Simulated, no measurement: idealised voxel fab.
process module | voxel trench capacitor
cross-section cut | 255 nm wide | cells 5 nm
A cross-section is a grid of square cells, given in bands from the top down. A band is one or more rows of cells.
Each band's line starts with the height of the band's top and of its bottom, in nm. Then come its materials from left to right, each with its width in nm. One material with "throughout" fills the band from edge to edge. "air" is empty space.
Height 0 is the level under which the wafer as received is all one material. The lowest band goes on downwards, as in "0 down".
A width such as "30 to 40" changes by the same amount from each row of cells to the next, from the band's top row to its bottom row.
"no change" after a step means that no cell of the cross-section changed.
closed voids: empty space of 8 cells or more with no open way to the top, each as width x height at its distance from the left edge, in nm
after a step's settings: what the simulator itself notes on the step
overlay nm, on a step with a mask: how far to the right of its planned place the mask lay; to the left if negative
plan
1 op RECEIVE | material Si
2 op CONFORMAL_DEP | material SiN | thk nm 10
3 op MASKED_ETCH | tone open | mask id TRENCH | width nm 25 | pitch nm 50 | etch materials SiN | depth nm 10 | overlay nm 0
4 op MASKED_ETCH | tone open | mask id TRENCH | width nm 25 | pitch nm 50 | etch materials Si | depth nm 40 | overlay nm 0
5 op CONFORMAL_DEP | material Al2O3 | thk nm 5
6 op CONFORMAL_DEP | material TiN | thk nm 5
7 op FILL_DEP | material W | thk nm 5
8 op CMP | height nm 10
as received, after step 1
  0 down: Si throughout
  closed voids: none
a wafer at the end: this start, this plan, one mistake
  25 to 20: W throughout
  20 to 15: TiN 100 | W 5 | TiN 45 | W 5 | TiN 100
  15 to 10: Al2O3 95 | TiN 5 | W 5 | TiN 5 | Al2O3 35 | TiN 5 | W 5 | TiN 5 | Al2O3 95
  10 to 0: SiN 90 | Al2O3 5 | TiN 5 | W 5 | TiN 5 | Al2O3 5 | SiN 25 | Al2O3 5 | TiN 5 | W 5 | TiN 5 | Al2O3 5 | SiN 90
  0 to -30: Si 90 | Al2O3 5 | TiN 5 | W 5 | TiN 5 | Al2O3 5 | Si 25 | Al2O3 5 | TiN 5 | W 5 | TiN 5 | Al2O3 5 | Si 90
  -30 to -35: Si 90 | Al2O3 5 | TiN 15 | Al2O3 5 | Si 25 | Al2O3 5 | TiN 15 | Al2O3 5 | Si 90
  -35 to -40: Si 90 | Al2O3 25 | Si 25 | Al2O3 25 | Si 90
  -40 down: Si throughout
  closed voids: none
what went wrong: step 8 was left out
